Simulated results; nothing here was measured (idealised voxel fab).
The document below concerns the process module designated voxel transistor to metal.
Cross-section cut: width 215 nm, square cells of 5 nm.
Just so we're on the same page, the cross-sections are grids of square cells, and they're listed out in bands top to bottom, each band one or more rows deep. Basically the band line says how high the top is and how high the bottom is, in nm, and then what's in it from left to right, every material with its width in nm. Empty space shows up as "empty", and if a single material carries "throughout" it runs the full band edge to edge. It should be noted that heights are counted from 0, beneath which the wafer as supplied is of one material throughout, and that the lowest band possesses no lower boundary but continues downward, as written in "from 0 down". Width: "30..40" (first number = top row, second number = bottom row, same change from row to row of cells). Key: "nothing got changed" - step with no changed cell in the cross-section. The entry "Entrapped voids" lists the empty spaces that cover at least 8 cells and have no open path to the top. Each is written as width x height at distance, where the distance is measured from the left edge and all three values are in nm. Post-settings text on a step line: simulator's own remark regarding the step. The optional step-line setting "overlay nm" applies to steps with a mask and quantifies how far to the right of its planned location the mask lay, a negative value indicating leftward placement.
# Here's what the planned process steps look like
1) RECEIVE | material Si
2) OXIDIZE | depth nm 5
3) CONFORMAL_DEP | material SiN | thk nm 10
4) MASKED_ETCH | tone cover | mask id ACTIVE | width nm 125 | etch materials SiN | depth nm 10 | overlay nm 0
5) MASKED_ETCH | tone cover | mask id ACTIVE | width nm 125 | etch materials SiO2 | depth nm 5 | overlay nm 0
6) MASKED_ETCH | tone cover | mask id ACTIVE | width nm 125 | etch materials Si | depth nm 20 | overlay nm 0
7) FILL_DEP | material SiO2 | thk nm 5
8) CMP | height nm 10
9) SELECTIVE_ETCH | etch materials SiO2 | depth nm 10
10) STRIP | etch materials SiN
11) SELECTIVE_ETCH | etch materials SiO2 | depth nm 5
12) OXIDIZE | depth nm 5
13) DIRECTIONAL_DEP | material polySi | thk nm 20
14) DIRECTIONAL_DEP | material SiCN | thk nm 15
15) DIRECTIONAL_DEP | material aC | thk nm 15
16) PATTERN | tone cover | mask id GATE | material resist | width nm 35 | thk nm 35 | overlay nm 0
17) DIRECTIONAL_ETCH | etch materials aC | depth nm 15
18) STRIP | etch materials resist
19) DIRECTIONAL_ETCH | etch materials SiCN | depth nm 25
20) DIRECTIONAL_ETCH | etch materials polySi | depth nm 30
21) STRIP | etch materials aC
22) CONFORMAL_DEP | material SiO2 | thk nm 5
23) DIRECTIONAL_ETCH | etch materials SiO2 | depth nm 5
24) CONFORMAL_DEP | material SiN | thk nm 10
25) DIRECTIONAL_ETCH | etch materials SiN | depth nm 10
26) DIRECTIONAL_ETCH | etch materials SiO2 | depth nm 5
27) DIRECTIONAL_ETCH | etch materials Si | depth nm 5
28) EPI | material pSi | thk nm 5
29) FILL_DEP | material SiO2 | thk nm 10
30) CMP | height nm 15
31) STRIP | etch materials polySi
32) SELECTIVE_ETCH | etch materials SiO2 | depth nm 5
33) CONFORMAL_DEP | material HfO2 | thk nm 5
34) CONFORMAL_DEP | material TiN | thk nm 5
35) FILL_DEP | material W | thk nm 10
36) CMP | height nm 10
37) DIRECTIONAL_DEP | material SiO2 | thk nm 10
38) PATTERN | tone open | mask id CONTACT | material resist | width nm 20 | pitch nm 85 | thk nm 15 | overlay nm 0
39) DIRECTIONAL_ETCH | etch materials SiO2 | depth nm 30
40) STRIP | etch materials resist
41) CONFORMAL_DEP | material TiN | thk nm 5
42) FILL_DEP | material Ru | thk nm 5
43) CMP | height nm 20
44) DIRECTIONAL_DEP | material TiN | thk nm 5
45) DIRECTIONAL_DEP | material W | thk nm 15
46) DIRECTIONAL_DEP | material aC | thk nm 15
47) PATTERN | tone cover | mask id METAL_1 | material resist | width nm 20 | pitch nm 85 | thk nm 35 | overlay nm 0
48) DIRECTIONAL_ETCH | etch materials aC | depth nm 15
49) STRIP | etch materials resist
50) DIRECTIONAL_ETCH | etch materials W | depth nm 15
51) DIRECTIONAL_ETCH | etch materials TiN | depth nm 5
52) STRIP | etch materials aC
53) FILL_DEP | material lowk | thk nm 10
54) CMP | height nm 40
55) CONFORMAL_DEP | material SiCN | thk nm 5
All wafers enter the flow in the same state. The depth nm at step 11 differs from wafer to wafer, and the plan gives the value for the first wafer.
# Cross-section, first of several wafers, as delivered after step 1
  from 0 down  Si throughout
  Entrapped voids: none
# After the module's final step, step 55: the first of several wafers in cross-section
  from 45 to 40  SiCN throughout
  from 40 to 25  lowk 55 nm; W 20 nm; lowk 65 nm; W 20 nm; lowk 55 nm
  from 25 to 20  lowk 55 nm; TiN 20 nm; lowk 65 nm; TiN 20 nm; lowk 55 nm
  from 20 to 10  SiO2 55 nm; TiN 5 nm; Ru 10 nm; TiN 5 nm; SiO2 65 nm; TiN 5 nm; Ru 10 nm; TiN 5 nm; SiO2 55 nm
  from 10 to 0  SiO2 55 nm; TiN 5 nm; Ru 10 nm; TiN 5 nm; SiN 10 nm; HfO2 5 nm; TiN 5 nm; W 25 nm; TiN 5 nm; HfO2 5 nm; SiN 10 nm; TiN 5 nm; Ru 10 nm; TiN 5 nm; SiO2 55 nm
  from 0 to -5  SiO2 55 nm; TiN 5 nm; Ru 5 nm; TiN 10 nm; SiN 10 nm; HfO2 5 nm; TiN 35 nm; HfO2 5 nm; SiN 10 nm; TiN 10 nm; Ru 5 nm; TiN 5 nm; SiO2 55 nm
  from -5 to -10  SiO2 55 nm; TiN 15 nm; pSi 5 nm; SiO2 10 nm; HfO2 45 nm; SiO2 10 nm; pSi 5 nm; TiN 15 nm; SiO2 55 nm
  from -10 to -15  SiO2 45 nm; pSi 30 nm; Si 65 nm; pSi 30 nm; SiO2 45 nm
  from -15 to -25  SiO2 45 nm; Si 125 nm; SiO2 45 nm
  from -25 down  Si throughout
  Entrapped voids: none
# Sectional view of the last wafer upon completion of the module
  from 45 to 40  SiCN throughout
  from 40 to 25  lowk 55 nm; W 20 nm; lowk 65 nm; W 20 nm; lowk 55 nm
  from 25 to 20  lowk 55 nm; TiN 20 nm; lowk 65 nm; TiN 20 nm; lowk 55 nm
  from 20 to 10  SiO2 55 nm; TiN 5 nm; Ru 10 nm; TiN 5 nm; SiO2 65 nm; TiN 5 nm; Ru 10 nm; TiN 5 nm; SiO2 55 nm
  from 10 to 0  SiO2 55 nm; TiN 5 nm; Ru 10 nm; TiN 5 nm; SiN 10 nm; HfO2 5 nm; TiN 5 nm; W 25 nm; TiN 5 nm; HfO2 5 nm; SiN 10 nm; TiN 5 nm; Ru 10 nm; TiN 5 nm; SiO2 55 nm
  from 0 to -5  SiO2 55 nm; TiN 5 nm; Ru 5 nm; TiN 10 nm; SiN 10 nm; HfO2 5 nm; TiN 35 nm; HfO2 5 nm; SiN 10 nm; TiN 10 nm; Ru 5 nm; TiN 5 nm; SiO2 55 nm
  from -5 to -10  SiO2 30 nm; SiN 10 nm; SiO2 15 nm; TiN 15 nm; pSi 5 nm; SiO2 10 nm; HfO2 45 nm; SiO2 10 nm; pSi 5 nm; TiN 15 nm; SiO2 15 nm; SiN 10 nm; SiO2 30 nm
  from -10 to -15  SiO2 30 nm; SiN 10 nm; SiO2 10 nm; pSi 25 nm; Si 65 nm; pSi 25 nm; SiO2 10 nm; SiN 10 nm; SiO2 30 nm
  from -15 to -20  SiO2 30 nm; SiN 10 nm; SiO2 10 nm; Si 115 nm; SiO2 10 nm; SiN 10 nm; SiO2 30 nm
  from -20 to -25  SiO2 25 nm; pSi 5 nm; SiO2 20 nm; Si 115 nm; SiO2 20 nm; pSi 5 nm; SiO2 25 nm
  from -25 to -30  pSi 30 nm; Si 155 nm; pSi 30 nm
  from -30 down  Si throughout
  Entrapped voids: none
# Where each wafer stands at the end of the module, a row apiece: cells of each material gained (+) or lost (-) since it was received, then closed voids
depth nm 5; +15 HfO2; +18 Ru; -152 Si; +43 SiCN; +12 SiN; +216 SiO2; +47 TiN; +34 W; +140 lowk; +14 pSi; Entrapped voids: none
depth nm 10; +15 HfO2; +18 Ru; -152 Si; +43 SiCN; +16 SiN; +214 SiO2; +47 TiN; +34 W; +140 lowk; +12 pSi; Entrapped voids: none
depth nm 15; +15 HfO2; +18 Ru; -154 Si; +43 SiCN; +20 SiN; +212 SiO2; +47 TiN; +34 W; +140 lowk; +12 pSi; Entrapped voids: none
depth nm 20; +15 HfO2; +18 Ru; -168 Si; +43 SiCN; +24 SiN; +208 SiO2; +47 TiN; +34 W; +140 lowk; +26 pSi; Entrapped voids: none
